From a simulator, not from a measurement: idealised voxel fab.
Documented hereafter: the process module known as voxel capacitor over wiring.
In the cross-section labelled cut, the width is 300 nm and each square cell is 5 nm.
In this document a cross-section is written as a grid of square cells. It is given as a series of bands, listed from the top down, and a band is one or more rows of cells.
What a band's entry tells you: where the top is and where the bottom is, as heights in nm, and after that what lies inside, material by material from left to right, each with its width in nm. Empty space is written as the word "empty", and a single material marked with the word "everywhere" occupies the band from edge to edge.
Height is counted from the level 0, under which the received wafer is composed throughout of one material. The lowest of the bands is not closed at the bottom but continues downward, in the notation "0..down".
Top row gets the first number, bottom row gets the second, and each row in between changes by the same step: that is how a band width like "30 to 40" works.
The cross-section has no changed cell in any step marked "stayed the same".
Enclosed voids (no open way to top), threshold 8 cells or more, entry "Closed void roster", notation width x height at distance, distance from left edge, nm.
It should be noted that, on the line of a given step, the content following the step's settings is a remark produced by the simulator itself with respect to that step.
"overlay nm" answers the question of how far to the right of plan the mask lay on a step that has a mask, and when it is negative the answer is to the left.
### Planned process steps
1 RECEIVE [material Si]
2 CONFORMAL_DEP [material SiO2] [thk nm 15]
3 DIRECTIONAL_DEP [material TiN] [thk nm 5]
4 DIRECTIONAL_DEP [material Ru] [thk nm 20]
5 PATTERN [tone cover] [mask id METAL_1] [material resist] [width nm 20] [pitch nm 75] [thk nm 20] [overlay nm 0]
6 DIRECTIONAL_ETCH [etch materials Ru] [depth nm 20]
7 DIRECTIONAL_ETCH [etch materials TiN] [depth nm 5]
8 STRIP [etch materials resist]
9 FILL_DEP [material SiO2] [thk nm 5]
10 CMP [height nm 40]
11 CONFORMAL_DEP [material SiCN] [thk nm 5]
12 DIRECTIONAL_DEP [material lowk] [thk nm 20]
13 MASKED_ETCH [tone open] [mask id PLUG_1] [width nm 15] [etch materials lowk] [depth nm 20] [overlay nm 0]
14 MASKED_ETCH [tone open] [mask id PLUG_1] [width nm 15] [etch materials SiCN] [depth nm 5] [overlay nm 0]
15 EPI [material Ru] [thk nm 10]
16 EPI [material Ru] [thk nm 10]
17 EPI [material Ru] [thk nm 5]
18 DIRECTIONAL_DEP [material TiN] [thk nm 5]
19 DIRECTIONAL_DEP [material SiN] [thk nm 5]
20 DIRECTIONAL_DEP [material TiN] [thk nm 10]
21 PATTERN [tone cover] [mask id UPPER_PLATE] [material resist] [width nm 60] [thk nm 20] [overlay nm 0]
22 DIRECTIONAL_ETCH [etch materials TiN] [depth nm 10]
23 DIRECTIONAL_ETCH [etch materials SiN] [depth nm 5]
24 STRIP [etch materials resist]
25 MASKED_ETCH [tone cover] [mask id LOWER_PLATE] [width nm 70] [etch materials TiN] [depth nm 5] [overlay nm 0]
26 FILL_DEP [material SiO2] [thk nm 15]
27 CMP [height nm 95]
28 PATTERN [tone open] [mask id PLUG_2] [material resist] [width nm 15] [thk nm 15] [overlay nm 0]
29 DIRECTIONAL_ETCH [etch materials SiO2] [depth nm 10]
30 STRIP [etch materials resist]
31 CONFORMAL_DEP [material TiN] [thk nm 5]
32 FILL_DEP [material W] [thk nm 10]
33 CMP [height nm 95]
34 CONFORMAL_DEP [material SiCN] [thk nm 5]
### Cross-section of the wafer upon arrival, representing the state reached after step 1
* 0..down  Si everywhere
* Closed void roster: none
### Starting wafer: above. Plan: above. Run: one mistake. Cross-section after the module: below
* 100..95  SiCN everywhere
* 95..90  115 SiO2, 5 TiN, 5 W, 5 TiN, 170 SiO2
* 90..85  115 SiO2, 15 TiN, 170 SiO2
* 85..80  SiO2 everywhere
* 80..70  105 SiO2, 60 TiN, 135 SiO2
* 70..65  105 SiO2, 60 SiN, 135 SiO2
* 65..45  105 lowk, 15 Ru, 180 lowk
* 45..40  105 SiCN, 15 Ru, 180 SiCN
* 40..20  100 SiO2, 20 Ru, 55 SiO2, 20 Ru, 105 SiO2
* 20..15  100 SiO2, 20 TiN, 55 SiO2, 20 TiN, 105 SiO2
* 15..0  SiO2 everywhere
* 0..down  Si everywhere
* Closed void roster: none
Against the plan, the run slipped here: plan step 18: skipped, not run
